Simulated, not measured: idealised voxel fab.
The following is a process module called voxel ribs on slabs.
The cross-section shown here is cut; it is 255 nm wide and divided into square cells measuring 5 nm on a side.
Each cross-section below is a grid of square cells, stated as bands in top-down order, with one or more rows of cells making up each band.
It is stipulated that each band's entry specify, in nanometres, the height of the top of the band and then that of its bottom, followed by the materials of the band in left-to-right sequence, each together with its width in nanometres. A single material marked by the word "all across" is understood to fill the band from edge to edge; the word "blank" is understood to denote empty space.
Heights are measured from 0, the level below which the as-received wafer is all one material; the lowest band has no bottom and continues downward, written as in "0..down".
The notation "30->40" denotes a width that varies across the rows of cells in the band, beginning at the first number in the top row, finishing at the second number in the bottom row, and changing by an identical amount from each row to the next.
The designation "same as before", where it is given for a processing step, indicates that no cell of the cross-section was altered in the course of that step.
The label "Sealed void list" introduces a list of the empty spaces, 8 cells or larger, that have no open way up to the top; each entry in it reads width x height at distance, where the distance is taken from the left edge and all three are stated in nm.
If you see something after the settings on a step's line, that's the simulator's own remark about that step.
The setting "overlay nm" may be written on the line of a step. When the step uses a mask, the value reports how far to the right of the planned place the mask lay, and a negative value reports that it lay to the left.
Listed below are the process steps as planned:
1: op RECEIVE | material Si
2: op DIRECTIONAL_DEP | material SiO2 | thk nm 30
3: op DIRECTIONAL_DEP | material polySi | thk nm 25
4: op MASKED_ETCH | tone cover | mask id RIB | width nm 25 | etch materials polySi | depth nm 15 | overlay nm 0
5: op MASKED_ETCH | tone cover | mask id SLAB | width nm 75 | etch materials polySi | depth nm 10 | overlay nm 0
6: op FILL_DEP | material SiO2 | thk nm 15
7: op CMP | height nm 65
8: op DIRECTIONAL_DEP | material TiN | thk nm 10
9: op PATTERN | tone cover | mask id HEATER | material resist | width nm 35 | thk nm 15 | overlay nm 0
10: op DIRECTIONAL_ETCH | etch materials TiN | depth nm 10
11: op STRIP | etch materials resist
12: op CONFORMAL_DEP | material SiO2 | thk nm 5
Wafer as received: cross-section following step 1:
> 0..down: Si all across
> Sealed void list: none
Cross-section at module end, one run error; start and plan unchanged from above:
> 80..75: blank: 105  SiO2: 45  blank: 105
> 75..70: blank: 105  SiO2: 5  TiN: 35  SiO2: 5  blank: 105
> 70..65: SiO2: 110  TiN: 35  SiO2: 110
> 65..25: SiO2 all across
> 25..0: polySi all across
> 0..down: Si all across
> Sealed void list: none
What broke from the plan during processing? ran 2 and 3 in swapped order versus the plan
